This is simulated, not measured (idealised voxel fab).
process module | voxel wiring stack
It is cross-section cut that appears here, measuring 230 nm in width, its square cells being 5 nm in size.
Bands, listed from the top down, are how a cross-section gets written in this document; the cross-section itself is a grid of square cells, and a band is one or more rows of them. The band entry comprises the height of the band's top followed by the height of its bottom, expressed in nm, and subsequently the band's materials from left to right, each stated together with its width in nm. Where a single material is marked with the word "throughout", that material fills the band from edge to edge. The word "air" represents empty space. Heights are measured from 0, the level below which the as-received wafer is all one material; the lowest band has no bottom and continues downward, written as in "0 -> down". A two-number width, for instance "30..40", indicates that the width is equal to the first number in the top row of the band and to the second number in the bottom row, and that it changes by a constant amount per row of cells. Step note "same as before" = no cross-section cell changed. The list in "Closed void register" covers empty spaces of 8 cells or more that cannot reach the top through any open way, and it gives each as width x height at distance; the distance is from the left edge, and width, height and distance are in nm. Note: text after step settings on the step line = simulator remark on that step. The line of a step may include "overlay nm". On a step with a mask, this value is how far to the right of its planned place the mask lay. A negative value means the mask lay to the left. Pairs, read this way: before one process step on the one hand, after it on the other, the after cross-section ending at the lowest band that changed; the step between, settings included, beneath. Same starting wafer throughout, but possibly different runs of this module, so no pair continues from the pair above unless its entry headed "Incoming structure" says so.

# Incoming structure
  0 -> down = Si throughout
  Closed void register: none

# As Processed
  10 -> 0 = SiO2 throughout
  Under 0: no change, same as before.
  Closed void register: none
What is the step between the two cross-sections above? CONFORMAL_DEP | material SiO2 | thk nm 10

Incoming structure: see the after view in the pair directly above.

# As Processed
  15 -> 10 = TiN throughout
  Under 10: no change, same as before.
  Closed void register: none
What is the step between the two cross-sections above? DIRECTIONAL_DEP | material TiN | thk nm 5

Incoming structure: see the after view in the pair directly above.

# As Processed
  30 -> 15 = W throughout
  Under 15: no change, same as before.
  Closed void register: none
What is the step between the two cross-sections above? DIRECTIONAL_DEP | material W | thk nm 15

Incoming structure: see the after view in the pair directly above.

# As Processed
  30 -> 15 = 40 air | 30 W | 30 air | 30 W | 30 air | 30 W | 40 air
  Under 15: no change, same as before.
  Closed void register: none
What is the step between the two cross-sections above? MASKED_ETCH | tone cover | mask id METAL_1 | width nm 30 | pitch nm 60 | etch materials W | depth nm 15 | overlay nm 0

Incoming structure: see the after view in the pair directly above.

# As Processed
  30 -> 15 = 40 air | 30 W | 30 air | 30 W | 30 air | 30 W | 40 air
  15 -> 10 = 40 air | 30 TiN | 30 air | 30 TiN | 30 air | 30 TiN | 40 air
  Under 10: no change, same as before.
  Closed void register: none
What is the step between the two cross-sections above? MASKED_ETCH | tone cover | mask id METAL_1 | width nm 30 | pitch nm 60 | etch materials TiN | depth nm 5 | overlay nm 0

Incoming structure: see the after view in the pair directly above.

# As Processed
  35 -> 30 = SiO2 throughout
  30 -> 15 = 40 SiO2 | 30 W | 30 SiO2 | 30 W | 30 SiO2 | 30 W | 40 SiO2
  15 -> 10 = 40 SiO2 | 30 TiN | 30 SiO2 | 30 TiN | 30 SiO2 | 30 TiN | 40 SiO2
  Under 10: no change, same as before.
  Closed void register: none
What is the step between the two cross-sections above? FILL_DEP | material SiO2 | thk nm 5

Incoming structure: see the after view in the pair directly above.

# As Processed
  30 -> 15 = 40 SiO2 | 30 W | 30 SiO2 | 30 W | 30 SiO2 | 30 W | 40 SiO2
  Under 15: no change, same as before.
  Closed void register: none
What is the step between the two cross-sections above? CMP | height nm 30

Incoming structure: see the after view in the pair directly above.

# As Processed
  35 -> 30 = SiCN throughout
  Under 30: no change, same as before.
  Closed void register: none
What is the step between the two cross-sections above? CONFORMAL_DEP | material SiCN | thk nm 5

Incoming structure: see the after view in the pair directly above.

# As Processed
  60 -> 35 = SiO2 throughout
  Under 35: no change, same as before.
  Closed void register: none
What is the step between the two cross-sections above? DIRECTIONAL_DEP | material SiO2 | thk nm 25

Incoming structure: see the after view in the pair directly above.

# As Processed
  70 -> 60 = aC throughout
  Under 60: no change, same as before.
  Closed void register: none
What is the step between the two cross-sections above? DIRECTIONAL_DEP | material aC | thk nm 10

Incoming structure: see the after view in the pair directly above.

# As Processed
  95 -> 70 = 40 resist | 15 air | 45 resist | 15 air | 45 resist | 15 air | 55 resist
  Under 70: no change, same as before.
  Closed void register: none
What is the step between the two cross-sections above? PATTERN | tone open | mask id METAL_2_HOLES | material resist | width nm 15 | pitch nm 60 | thk nm 25 | overlay nm 0

Incoming structure: see the after view in the pair directly above.

# As Processed
  85 -> 70 = 40 resist | 15 air | 45 resist | 15 air | 45 resist | 15 air | 55 resist
  70 -> 60 = 40 aC | 15 air | 45 aC | 15 air | 45 aC | 15 air | 55 aC
  Under 60: no change, same as before.
  Closed void register: none
What is the step between the two cross-sections above? DIRECTIONAL_ETCH | etch materials aC | depth nm 10

Incoming structure: see the after view in the pair directly above.

# As Processed
  70 -> 60 = 40 aC | 15 air | 45 aC | 15 air | 45 aC | 15 air | 55 aC
  Under 60: no change, same as before.
  Closed void register: none
What is the step between the two cross-sections above? STRIP | etch materials resist

Incoming structure: see the after view in the pair directly above.

# As Processed
  70 -> 60 = 40 aC | 15 air | 45 aC | 15 air | 45 aC | 15 air | 55 aC
  60 -> 35 = 40 SiO2 | 15 air | 45 SiO2 | 15 air | 45 SiO2 | 15 air | 55 SiO2
  Under 35: no change, same as before.
  Closed void register: none
What is the step between the two cross-sections above? DIRECTIONAL_ETCH | etch materials SiO2 | depth nm 25

Incoming structure: see the after view in the pair directly above.

# As Processed
  60 -> 35 = 40 SiO2 | 15 air | 45 SiO2 | 15 air | 45 SiO2 | 15 air | 55 SiO2
  Under 35: no change, same as before.
  Closed void register: none
What is the step between the two cross-sections above? STRIP | etch materials aC

Incoming structure: see the after view in the pair directly above.

# As Processed
  80 -> 60 = 40 resist | 30 air | 30 resist | 30 air | 30 resist | 30 air | 40 resist
  Under 60: no change, same as before.
  Closed void register: none
What is the step between the two cross-sections above? PATTERN | tone open | mask id METAL_2 | material resist | width nm 30 | pitch nm 60 | thk nm 20 | overlay nm 0

Incoming structure: see the after view in the pair directly above.

# As Processed
  80 -> 60 = 40 resist | 30 air | 30 resist | 30 air | 30 resist | 30 air | 40 resist
  60 -> 45 = 40 SiO2 | 30 air | 30 SiO2 | 30 air | 30 SiO2 | 30 air | 40 SiO2
  Under 45: no change, same as before.
  Closed void register: none
What is the step between the two cross-sections above? DIRECTIONAL_ETCH | etch materials SiO2 | depth nm 15

Incoming structure: see the after view in the pair directly above.

# As Processed
  80 -> 60 = 40 resist | 30 air | 30 resist | 30 air | 30 resist | 30 air | 40 resist
  60 -> 45 = 40 SiO2 | 30 air | 30 SiO2 | 30 air | 30 SiO2 | 30 air | 40 SiO2
  45 -> 35 = 40 SiO2 | 15 air | 45 SiO2 | 15 air | 45 SiO2 | 15 air | 55 SiO2
  35 -> 30 = 40 SiCN | 15 air | 45 SiCN | 15 air | 45 SiCN | 15 air | 55 SiCN
  Under 30: no change, same as before.
  Closed void register: none
What is the step between the two cross-sections above? DIRECTIONAL_ETCH | etch materials SiCN | depth nm 5

Incoming structure: see the after view in the pair directly above.

# As Processed
  60 -> 45 = 40 SiO2 | 30 air | 30 SiO2 | 30 air | 30 SiO2 | 30 air | 40 SiO2
  Under 45: no change, same as before.
  Closed void register: none
What is the step between the two cross-sections above? STRIP | etch materials resist

Incoming structure: see the after view in the pair directly above.

# As Processed
  65 -> 60 = 45 TiN | 20 air | 40 TiN | 20 air | 40 TiN | 20 air | 45 TiN
  60 -> 50 = 40 SiO2 | 5 TiN | 20 air | 5 TiN | 30 SiO2 | 5 TiN | 20 air | 5 TiN | 30 SiO2 | 5 TiN | 20 air | 5 TiN | 40 SiO2
  50 -> 45 = 40 SiO2 | 5 TiN | 5 air | 20 TiN | 30 SiO2 | 5 TiN | 5 air | 20 TiN | 30 SiO2 | 5 TiN | 5 air | 20 TiN | 40 SiO2
  45 -> 35 = 40 SiO2 | 5 TiN | 5 air | 5 TiN | 45 SiO2 | 5 TiN | 5 air | 5 TiN | 45 SiO2 | 5 TiN | 5 air | 5 TiN | 55 SiO2
  35 -> 30 = 40 SiCN | 15 TiN | 45 SiCN | 15 TiN | 45 SiCN | 15 TiN | 55 SiCN
  Under 30: no change, same as before.
  Closed void register: none
What is the step between the two cross-sections above? CONFORMAL_DEP | material TiN | thk nm 5

Incoming structure: see the after view in the pair directly above.

# As Processed
  70 -> 65 = Cu throughout
  65 -> 60 = 45 TiN | 20 Cu | 40 TiN | 20 Cu | 40 TiN | 20 Cu | 45 TiN
  60 -> 50 = 40 SiO2 | 5 TiN | 20 Cu | 5 TiN | 30 SiO2 | 5 TiN | 20 Cu | 5 TiN | 30 SiO2 | 5 TiN | 20 Cu | 5 TiN | 40 SiO2
  50 -> 45 = 40 SiO2 | 5 TiN | 5 Cu | 20 TiN | 30 SiO2 | 5 TiN | 5 Cu | 20 TiN | 30 SiO2 | 5 TiN | 5 Cu | 20 TiN | 40 SiO2
  45 -> 35 = 40 SiO2 | 5 TiN | 5 Cu | 5 TiN | 45 SiO2 | 5 TiN | 5 Cu | 5 TiN | 45 SiO2 | 5 TiN | 5 Cu | 5 TiN | 55 SiO2
  Under 35: no change, same as before.
  Closed void register: none
What is the step between the two cross-sections above? FILL_DEP | material Cu | thk nm 5

Incoming structure: see the after view in the pair directly above.

# As Processed
  60 -> 50 = 40 SiO2 | 5 TiN | 20 Cu | 5 TiN | 30 SiO2 | 5 TiN | 20 Cu | 5 TiN | 30 SiO2 | 5 TiN | 20 Cu | 5 TiN | 40 SiO2
  Under 50: no change, same as before.
  Closed void register: none
What is the step between the two cross-sections above? CMP | height nm 60

Incoming structure: see the after view in the pair directly above.

# As Processed
  65 -> 60 = SiCN throughout
  Under 60: no change, same as before.
  Closed void register: none
What is the step between the two cross-sections above? CONFORMAL_DEP | material SiCN | thk nm 5

# Incoming structure
  10 -> 0 = SiO2 throughout
  0 -> down = Si throughout
  Closed void register: none

# As Processed
  25 -> 10 = W throughout
  Under 10: no change, same as before.
  Closed void register: none
What is the step between the two cross-sections above? DIRECTIONAL_DEP | material W | thk nm 15

Incoming structure: see the after view in the pair directly above.

# As Processed
  25 -> 10 = 40 air | 30 W | 30 air | 30 W | 30 air | 30 W | 40 air
  Under 10: no change, same as before.
  Closed void register: none
What is the step between the two cross-sections above? MASKED_ETCH | tone cover | mask id METAL_1 | width nm 30 | pitch nm 60 | etch materials W | depth nm 15 | overlay nm 0

Incoming structure: see the after view in the pair directly above.

# As Processed
  30 -> 25 = SiO2 throughout
  25 -> 10 = 40 SiO2 | 30 W | 30 SiO2 | 30 W | 30 SiO2 | 30 W | 40 SiO2
  Under 10: no change, same as before.
  Closed void register: none
What is the step between the two cross-sections above? FILL_DEP | material SiO2 | thk nm 5

Incoming structure: see the after view in the pair directly above.

# As Processed
  35 -> 30 = SiCN throughout
  Under 30: no change, same as before.
  Closed void register: none
What is the step between the two cross-sections above? CONFORMAL_DEP | material SiCN | thk nm 5

Incoming structure: see the after view in the pair directly above.

# As Processed
  60 -> 35 = SiO2 throughout
  Under 35: no change, same as before.
  Closed void register: none
What is the step between the two cross-sections above? DIRECTIONAL_DEP | material SiO2 | thk nm 25

Incoming structure: see the after view in the pair directly above.

# As Processed
  70 -> 60 = aC throughout
  Under 60: no change, same as before.
  Closed void register: none
What is the step between the two cross-sections above? DIRECTIONAL_DEP | material aC | thk nm 10

Incoming structure: see the after view in the pair directly above.

# As Processed
  95 -> 70 = 40 resist | 15 air | 45 resist | 15 air | 45 resist | 15 air | 55 resist
  Under 70: no change, same as before.
  Closed void register: none
What is the step between the two cross-sections above? PATTERN | tone open | mask id METAL_2_HOLES | material resist | width nm 15 | pitch nm 60 | thk nm 25 | overlay nm 0

Incoming structure: see the after view in the pair directly above.

# As Processed
  85 -> 70 = 40 resist | 15 air | 45 resist | 15 air | 45 resist | 15 air | 55 resist
  70 -> 60 = 40 aC | 15 air | 45 aC | 15 air | 45 aC | 15 air | 55 aC
  Under 60: no change, same as before.
  Closed void register: none
What is the step between the two cross-sections above? DIRECTIONAL_ETCH | etch materials aC | depth nm 10

Incoming structure: see the after view in the pair directly above.

# As Processed
  70 -> 60 = 40 aC | 15 air | 45 aC | 15 air | 45 aC | 15 air | 55 aC
  Under 60: no change, same as before.
  Closed void register: none
What is the step between the two cross-sections above? STRIP | etch materials resist

Incoming structure: see the after view in the pair directly above.

# As Processed
  70 -> 60 = 40 aC | 15 air | 45 aC | 15 air | 45 aC | 15 air | 55 aC
  60 -> 35 = 40 SiO2 | 15 air | 45 SiO2 | 15 air | 45 SiO2 | 15 air | 55 SiO2
  Under 35: no change, same as before.
  Closed void register: none
What is the step between the two cross-sections above? DIRECTIONAL_ETCH | etch materials SiO2 | depth nm 25

Incoming structure: see the after view in the pair directly above.

# As Processed
  60 -> 35 = 40 SiO2 | 15 air | 45 SiO2 | 15 air | 45 SiO2 | 15 air | 55 SiO2
  Under 35: no change, same as before.
  Closed void register: none
What is the step between the two cross-sections above? STRIP | etch materials aC

Incoming structure: see the after view in the pair directly above.

# As Processed
  80 -> 60 = 40 resist | 30 air | 30 resist | 30 air | 30 resist | 30 air | 40 resist
  Under 60: no change, same as before.
  Closed void register: none
What is the step between the two cross-sections above? PATTERN | tone open | mask id METAL_2 | material resist | width nm 30 | pitch nm 60 | thk nm 20 | overlay nm 0

Incoming structure: see the after view in the pair directly above.

# As Processed
  80 -> 60 = 40 resist | 30 air | 30 resist | 30 air | 30 resist | 30 air | 40 resist
  60 -> 45 = 40 SiO2 | 30 air | 30 SiO2 | 30 air | 30 SiO2 | 30 air | 40 SiO2
  Under 45: no change, same as before.
  Closed void register: none
What is the step between the two cross-sections above? DIRECTIONAL_ETCH | etch materials SiO2 | depth nm 15

Incoming structure: see the after view in the pair directly above.

# As Processed
  80 -> 60 = 40 resist | 30 air | 30 resist | 30 air | 30 resist | 30 air | 40 resist
  60 -> 45 = 40 SiO2 | 30 air | 30 SiO2 | 30 air | 30 SiO2 | 30 air | 40 SiO2
  45 -> 35 = 40 SiO2 | 15 air | 45 SiO2 | 15 air | 45 SiO2 | 15 air | 55 SiO2
  35 -> 30 = 40 SiCN | 15 air | 45 SiCN | 15 air | 45 SiCN | 15 air | 55 SiCN
  Under 30: no change, same as before.
  Closed void register: none
What is the step between the two cross-sections above? DIRECTIONAL_ETCH | etch materials SiCN | depth nm 5

Incoming structure: see the after view in the pair directly above.

# As Processed
  60 -> 45 = 40 SiO2 | 30 air | 30 SiO2 | 30 air | 30 SiO2 | 30 air | 40 SiO2
  Under 45: no change, same as before.
  Closed void register: none
What is the step between the two cross-sections above? STRIP | etch materials resist

Incoming structure: see the after view in the pair directly above.

# As Processed
  65 -> 60 = 45 TiN | 20 air | 40 TiN | 20 air | 40 TiN | 20 air | 45 TiN
  60 -> 50 = 40 SiO2 | 5 TiN | 20 air | 5 TiN | 30 SiO2 | 5 TiN | 20 air | 5 TiN | 30 SiO2 | 5 TiN | 20 air | 5 TiN | 40 SiO2
  50 -> 45 = 40 SiO2 | 5 TiN | 5 air | 20 TiN | 30 SiO2 | 5 TiN | 5 air | 20 TiN | 30 SiO2 | 5 TiN | 5 air | 20 TiN | 40 SiO2
  45 -> 35 = 40 SiO2 | 5 TiN | 5 air | 5 TiN | 45 SiO2 | 5 TiN | 5 air | 5 TiN | 45 SiO2 | 5 TiN | 5 air | 5 TiN | 55 SiO2
  35 -> 30 = 40 SiCN | 15 TiN | 45 SiCN | 15 TiN | 45 SiCN | 15 TiN | 55 SiCN
  Under 30: no change, same as before.
  Closed void register: none
What is the step between the two cross-sections above? CONFORMAL_DEP | material TiN | thk nm 5

Incoming structure: see the after view in the pair directly above.

# As Processed
  70 -> 65 = Cu throughout
  65 -> 60 = 45 TiN | 20 Cu | 40 TiN | 20 Cu | 40 TiN | 20 Cu | 45 TiN
  60 -> 50 = 40 SiO2 | 5 TiN | 20 Cu | 5 TiN | 30 SiO2 | 5 TiN | 20 Cu | 5 TiN | 30 SiO2 | 5 TiN | 20 Cu | 5 TiN | 40 SiO2
  50 -> 45 = 40 SiO2 | 5 TiN | 5 Cu | 20 TiN | 30 SiO2 | 5 TiN | 5 Cu | 20 TiN | 30 SiO2 | 5 TiN | 5 Cu | 20 TiN | 40 SiO2
  45 -> 35 = 40 SiO2 | 5 TiN | 5 Cu | 5 TiN | 45 SiO2 | 5 TiN | 5 Cu | 5 TiN | 45 SiO2 | 5 TiN | 5 Cu | 5 TiN | 55 SiO2
  Under 35: no change, same as before.
  Closed void register: none
What is the step between the two cross-sections above? FILL_DEP | material Cu | thk nm 5

Incoming structure: see the after view in the pair directly above.

# As Processed
  60 -> 50 = 40 SiO2 | 5 TiN | 20 Cu | 5 TiN | 30 SiO2 | 5 TiN | 20 Cu | 5 TiN | 30 SiO2 | 5 TiN | 20 Cu | 5 TiN | 40 SiO2
  Under 50: no change, same as before.
  Closed void register: none
What is the step between the two cross-sections above? CMP | height nm 60

Incoming structure: see the after view in the pair directly above.

# As Processed
  65 -> 60 = SiCN throughout
  Under 60: no change, same as before.
  Closed void register: none
What is the step between the two cross-sections above? CONFORMAL_DEP | material SiCN | thk nm 5

# Incoming structure
  60 -> 35 = SiO2 throughout
  35 -> 30 = SiCN throughout
  30 -> 15 = 40 SiO2 | 30 W | 30 SiO2 | 30 W | 30 SiO2 | 30 W | 40 SiO2
  15 -> 10 = 40 SiO2 | 30 TiN | 30 SiO2 | 30 TiN | 30 SiO2 | 30 TiN | 40 SiO2
  10 -> 0 = SiO2 throughout
  0 -> down = Si throughout
  Closed void register: none

# As Processed
  85 -> 35 = SiO2 throughout
  Under 35: no change, same as before.
  Closed void register: none
What is the step between the two cross-sections above? DIRECTIONAL_DEP | material SiO2 | thk nm 25

Incoming structure: see the after view in the pair directly above.

# As Processed
  95 -> 85 = aC throughout
  Under 85: no change, same as before.
  Closed void register: none
What is the step between the two cross-sections above? DIRECTIONAL_DEP | material aC | thk nm 10

Incoming structure: see the after view in the pair directly above.

# As Processed
  120 -> 95 = 40 resist | 15 air | 45 resist | 15 air | 45 resist | 15 air | 55 resist
  Under 95: no change, same as before.
  Closed void register: none
What is the step between the two cross-sections above? PATTERN | tone open | mask id METAL_2_HOLES | material resist | width nm 15 | pitch nm 60 | thk nm 25 | overlay nm 0

Incoming structure: see the after view in the pair directly above.

# As Processed
  110 -> 95 = 40 resist | 15 air | 45 resist | 15 air | 45 resist | 15 air | 55 resist
  95 -> 85 = 40 aC | 15 air | 45 aC | 15 air | 45 aC | 15 air | 55 aC
  Under 85: no change, same as before.
  Closed void register: none
What is the step between the two cross-sections above? DIRECTIONAL_ETCH | etch materials aC | depth nm 10

Incoming structure: see the after view in the pair directly above.

# As Processed
  95 -> 85 = 40 aC | 15 air | 45 aC | 15 air | 45 aC | 15 air | 55 aC
  Under 85: no change, same as before.
  Closed void register: none
What is the step between the two cross-sections above? STRIP | etch materials resist

Incoming structure: see the after view in the pair directly above.

# As Processed
  95 -> 85 = 40 aC | 15 air | 45 aC | 15 air | 45 aC | 15 air | 55 aC
  85 -> 60 = 40 SiO2 | 15 air | 45 SiO2 | 15 air | 45 SiO2 | 15 air | 55 SiO2
  Under 60: no change, same as before.
  Closed void register: none
What is the step between the two cross-sections above? DIRECTIONAL_ETCH | etch materials SiO2 | depth nm 25

Incoming structure: see the after view in the pair directly above.

# As Processed
  85 -> 60 = 40 SiO2 | 15 air | 45 SiO2 | 15 air | 45 SiO2 | 15 air | 55 SiO2
  Under 60: no change, same as before.
  Closed void register: none
What is the step between the two cross-sections above? STRIP | etch materials aC

Incoming structure: see the after view in the pair directly above.

# As Processed
  105 -> 85 = 40 resist | 30 air | 30 resist | 30 air | 30 resist | 30 air | 40 resist
  Under 85: no change, same as before.
  Closed void register: none
What is the step between the two cross-sections above? PATTERN | tone open | mask id METAL_2 | material resist | width nm 30 | pitch nm 60 | thk nm 20 | overlay nm 0

Incoming structure: see the after view in the pair directly above.

# As Processed
  105 -> 85 = 40 resist | 30 air | 30 resist | 30 air | 30 resist | 30 air | 40 resist
  85 -> 70 = 40 SiO2 | 30 air | 30 SiO2 | 30 air | 30 SiO2 | 30 air | 40 SiO2
  70 -> 45 = 40 SiO2 | 15 air | 45 SiO2 | 15 air | 45 SiO2 | 15 air | 55 SiO2
  Under 45: no change, same as before.
  Closed void register: none
What is the step between the two cross-sections above? DIRECTIONAL_ETCH | etch materials SiO2 | depth nm 15

Incoming structure: see the after view in the pair directly above.

# As Processed
  85 -> 70 = 40 SiO2 | 30 air | 30 SiO2 | 30 air | 30 SiO2 | 30 air | 40 SiO2
  Under 70: no change, same as before.
  Closed void register: none
What is the step between the two cross-sections above? STRIP | etch materials resist

Incoming structure: see the after view in the pair directly above.

# As Processed
  90 -> 85 = 45 TiN | 20 air | 40 TiN | 20 air | 40 TiN | 20 air | 45 TiN
  85 -> 75 = 40 SiO2 | 5 TiN | 20 air | 5 TiN | 30 SiO2 | 5 TiN | 20 air | 5 TiN | 30 SiO2 | 5 TiN | 20 air | 5 TiN | 40 SiO2
  75 -> 70 = 40 SiO2 | 5 TiN | 5 air | 20 TiN | 30 SiO2 | 5 TiN | 5 air | 20 TiN | 30 SiO2 | 5 TiN | 5 air | 20 TiN | 40 SiO2
  70 -> 50 = 40 SiO2 | 5 TiN | 5 air | 5 TiN | 45 SiO2 | 5 TiN | 5 air | 5 TiN | 45 SiO2 | 5 TiN | 5 air | 5 TiN | 55 SiO2
  50 -> 45 = 40 SiO2 | 15 TiN | 45 SiO2 | 15 TiN | 45 SiO2 | 15 TiN | 55 SiO2
  Under 45: no change, same as before.
  Closed void register: none
What is the step between the two cross-sections above? CONFORMAL_DEP | material TiN | thk nm 5

Incoming structure: see the after view in the pair directly above.

# As Processed
  95 -> 90 = Cu throughout
  90 -> 85 = 45 TiN | 20 Cu | 40 TiN | 20 Cu | 40 TiN | 20 Cu | 45 TiN
  85 -> 75 = 40 SiO2 | 5 TiN | 20 Cu | 5 TiN | 30 SiO2 | 5 TiN | 20 Cu | 5 TiN | 30 SiO2 | 5 TiN | 20 Cu | 5 TiN | 40 SiO2
  75 -> 70 = 40 SiO2 | 5 TiN | 5 Cu | 20 TiN | 30 SiO2 | 5 TiN | 5 Cu | 20 TiN | 30 SiO2 | 5 TiN | 5 Cu | 20 TiN | 40 SiO2
  70 -> 50 = 40 SiO2 | 5 TiN | 5 Cu | 5 TiN | 45 SiO2 | 5 TiN | 5 Cu | 5 TiN | 45 SiO2 | 5 TiN | 5 Cu | 5 TiN | 55 SiO2
  Under 50: no change, same as before.
  Closed void register: none
What is the step between the two cross-sections above? FILL_DEP | material Cu | thk nm 5

Incoming structure: see the after view in the pair directly above.

# As Processed
  60 -> 50 = 40 SiO2 | 5 TiN | 5 Cu | 5 TiN | 45 SiO2 | 5 TiN | 5 Cu | 5 TiN | 45 SiO2 | 5 TiN | 5 Cu | 5 TiN | 55 SiO2
  Under 50: no change, same as before.
  Closed void register: none
What is the step between the two cross-sections above? CMP | height nm 60

Incoming structure: see the after view in the pair directly above.

# As Processed
  65 -> 60 = SiCN throughout
  Under 60: no change, same as before.
  Closed void register: none
What is the step between the two cross-sections above? CONFORMAL_DEP | material SiCN | thk nm 5

# Incoming structure
  25 -> 10 = W throughout
  10 -> 0 = SiO2 throughout
  0 -> down = Si throughout
  Closed void register: none

# As Processed
  30 -> 25 = TiN throughout
  Under 25: no change, same as before.
  Closed void register: none
What is the step between the two cross-sections above? DIRECTIONAL_DEP | material TiN | thk nm 5

Incoming structure: see the after view in the pair directly above.

# As Processed
  30 -> 25 = 40 air | 30 TiN | 30 air | 30 TiN | 30 air | 30 TiN | 40 air
  Under 25: no change, same as before.
  Closed void register: none
What is the step between the two cross-sections above? MASKED_ETCH | tone cover | mask id METAL_1 | width nm 30 | pitch nm 60 | etch materials TiN | depth nm 5 | overlay nm 0

Incoming structure: see the after view in the pair directly above.

# As Processed
  35 -> 30 = SiO2 throughout
  30 -> 25 = 40 SiO2 | 30 TiN | 30 SiO2 | 30 TiN | 30 SiO2 | 30 TiN | 40 SiO2
  Under 25: no change, same as before.
  Closed void register: none
What is the step between the two cross-sections above? FILL_DEP | material SiO2 | thk nm 5

Incoming structure: see the after view in the pair directly above.

# As Processed
  30 -> 25 = 40 SiO2 | 30 TiN | 30 SiO2 | 30 TiN | 30 SiO2 | 30 TiN | 40 SiO2
  Under 25: no change, same as before.
  Closed void register: none
What is the step between the two cross-sections above? CMP | height nm 30

Incoming structure: see the after view in the pair directly above.

# As Processed
  35 -> 30 = SiCN throughout
  Under 30: no change, same as before.
  Closed void register: none
What is the step between the two cross-sections above? CONFORMAL_DEP | material SiCN | thk nm 5

Incoming structure: see the after view in the pair directly above.

# As Processed
  60 -> 35 = SiO2 throughout
  Under 35: no change, same as before.
  Closed void register: none
What is the step between the two cross-sections above? DIRECTIONAL_DEP | material SiO2 | thk nm 25

Incoming structure: see the after view in the pair directly above.

# As Processed
  70 -> 60 = aC throughout
  Under 60: no change, same as before.
  Closed void register: none
What is the step between the two cross-sections above? DIRECTIONAL_DEP | material aC | thk nm 10

Incoming structure: see the after view in the pair directly above.

# As Processed
  95 -> 70 = 40 resist | 15 air | 45 resist | 15 air | 45 resist | 15 air | 55 resist
  Under 70: no change, same as before.
  Closed void register: none
What is the step between the two cross-sections above? PATTERN | tone open | mask id METAL_2_HOLES | material resist | width nm 15 | pitch nm 60 | thk nm 25 | overlay nm 0

Incoming structure: see the after view in the pair directly above.

# As Processed
  85 -> 70 = 40 resist | 15 air | 45 resist | 15 air | 45 resist | 15 air | 55 resist
  70 -> 60 = 40 aC | 15 air | 45 aC | 15 air | 45 aC | 15 air | 55 aC
  Under 60: no change, same as before.
  Closed void register: none
What is the step between the two cross-sections above? DIRECTIONAL_ETCH | etch materials aC | depth nm 10

Incoming structure: see the after view in the pair directly above.

# As Processed
  70 -> 60 = 40 aC | 15 air | 45 aC | 15 air | 45 aC | 15 air | 55 aC
  Under 60: no change, same as before.
  Closed void register: none
What is the step between the two cross-sections above? STRIP | etch materials resist

Incoming structure: see the after view in the pair directly above.

# As Processed
  70 -> 60 = 40 aC | 15 air | 45 aC | 15 air | 45 aC | 15 air | 55 aC
  60 -> 35 = 40 SiO2 | 15 air | 45 SiO2 | 15 air | 45 SiO2 | 15 air | 55 SiO2
  Under 35: no change, same as before.
  Closed void register: none
What is the step between the two cross-sections above? DIRECTIONAL_ETCH | etch materials SiO2 | depth nm 25

Incoming structure: see the after view in the pair directly above.

# As Processed
  60 -> 35 = 40 SiO2 | 15 air | 45 SiO2 | 15 air | 45 SiO2 | 15 air | 55 SiO2
  Under 35: no change, same as before.
  Closed void register: none
What is the step between the two cross-sections above? STRIP | etch materials aC

Incoming structure: see the after view in the pair directly above.

# As Processed
  80 -> 60 = 40 resist | 30 air | 30 resist | 30 air | 30 resist | 30 air | 40 resist
  Under 60: no change, same as before.
  Closed void register: none
What is the step between the two cross-sections above? PATTERN | tone open | mask id METAL_2 | material resist | width nm 30 | pitch nm 60 | thk nm 20 | overlay nm 0

Incoming structure: see the after view in the pair directly above.

# As Processed
  80 -> 60 = 40 resist | 30 air | 30 resist | 30 air | 30 resist | 30 air | 40 resist
  60 -> 45 = 40 SiO2 | 30 air | 30 SiO2 | 30 air | 30 SiO2 | 30 air | 40 SiO2
  Under 45: no change, same as before.
  Closed void register: none
What is the step between the two cross-sections above? DIRECTIONAL_ETCH | etch materials SiO2 | depth nm 15

Incoming structure: see the after view in the pair directly above.

# As Processed
  80 -> 60 = 40 resist | 30 air | 30 resist | 30 air | 30 resist | 30 air | 40 resist
  60 -> 45 = 40 SiO2 | 30 air | 30 SiO2 | 30 air | 30 SiO2 | 30 air | 40 SiO2
  45 -> 35 = 40 SiO2 | 15 air | 45 SiO2 | 15 air | 45 SiO2 | 15 air | 55 SiO2
  35 -> 30 = 40 SiCN | 15 air | 45 SiCN | 15 air | 45 SiCN | 15 air | 55 SiCN
  Under 30: no change, same as before.
  Closed void register: none
What is the step between the two cross-sections above? DIRECTIONAL_ETCH | etch materials SiCN | depth nm 5

Incoming structure: see the after view in the pair directly above.

# As Processed
  60 -> 45 = 40 SiO2 | 30 air | 30 SiO2 | 30 air | 30 SiO2 | 30 air | 40 SiO2
  Under 45: no change, same as before.
  Closed void register: none
What is the step between the two cross-sections above? STRIP | etch materials resist

Incoming structure: see the after view in the pair directly above.

# As Processed
  65 -> 60 = 45 TiN | 20 air | 40 TiN | 20 air | 40 TiN | 20 air | 45 TiN
  60 -> 50 = 40 SiO2 | 5 TiN | 20 air | 5 TiN | 30 SiO2 | 5 TiN | 20 air | 5 TiN | 30 SiO2 | 5 TiN | 20 air | 5 TiN | 40 SiO2
  50 -> 45 = 40 SiO2 | 5 TiN | 5 air | 20 TiN | 30 SiO2 | 5 TiN | 5 air | 20 TiN | 30 SiO2 | 5 TiN | 5 air | 20 TiN | 40 SiO2
  45 -> 35 = 40 SiO2 | 5 TiN | 5 air | 5 TiN | 45 SiO2 | 5 TiN | 5 air | 5 TiN | 45 SiO2 | 5 TiN | 5 air | 5 TiN | 55 SiO2
  35 -> 30 = 40 SiCN | 15 TiN | 45 SiCN | 15 TiN | 45 SiCN | 15 TiN | 55 SiCN
  Under 30: no change, same as before.
  Closed void register: none
What is the step between the two cross-sections above? CONFORMAL_DEP | material TiN | thk nm 5

Incoming structure: see the after view in the pair directly above.

# As Processed
  70 -> 65 = Cu throughout
  65 -> 60 = 45 TiN | 20 Cu | 40 TiN | 20 Cu | 40 TiN | 20 Cu | 45 TiN
  60 -> 50 = 40 SiO2 | 5 TiN | 20 Cu | 5 TiN | 30 SiO2 | 5 TiN | 20 Cu | 5 TiN | 30 SiO2 | 5 TiN | 20 Cu | 5 TiN | 40 SiO2
  50 -> 45 = 40 SiO2 | 5 TiN | 5 Cu | 20 TiN | 30 SiO2 | 5 TiN | 5 Cu | 20 TiN | 30 SiO2 | 5 TiN | 5 Cu | 20 TiN | 40 SiO2
  45 -> 35 = 40 SiO2 | 5 TiN | 5 Cu | 5 TiN | 45 SiO2 | 5 TiN | 5 Cu | 5 TiN | 45 SiO2 | 5 TiN | 5 Cu | 5 TiN | 55 SiO2
  Under 35: no change, same as before.
  Closed void register: none
What is the step between the two cross-sections above? FILL_DEP | material Cu | thk nm 5
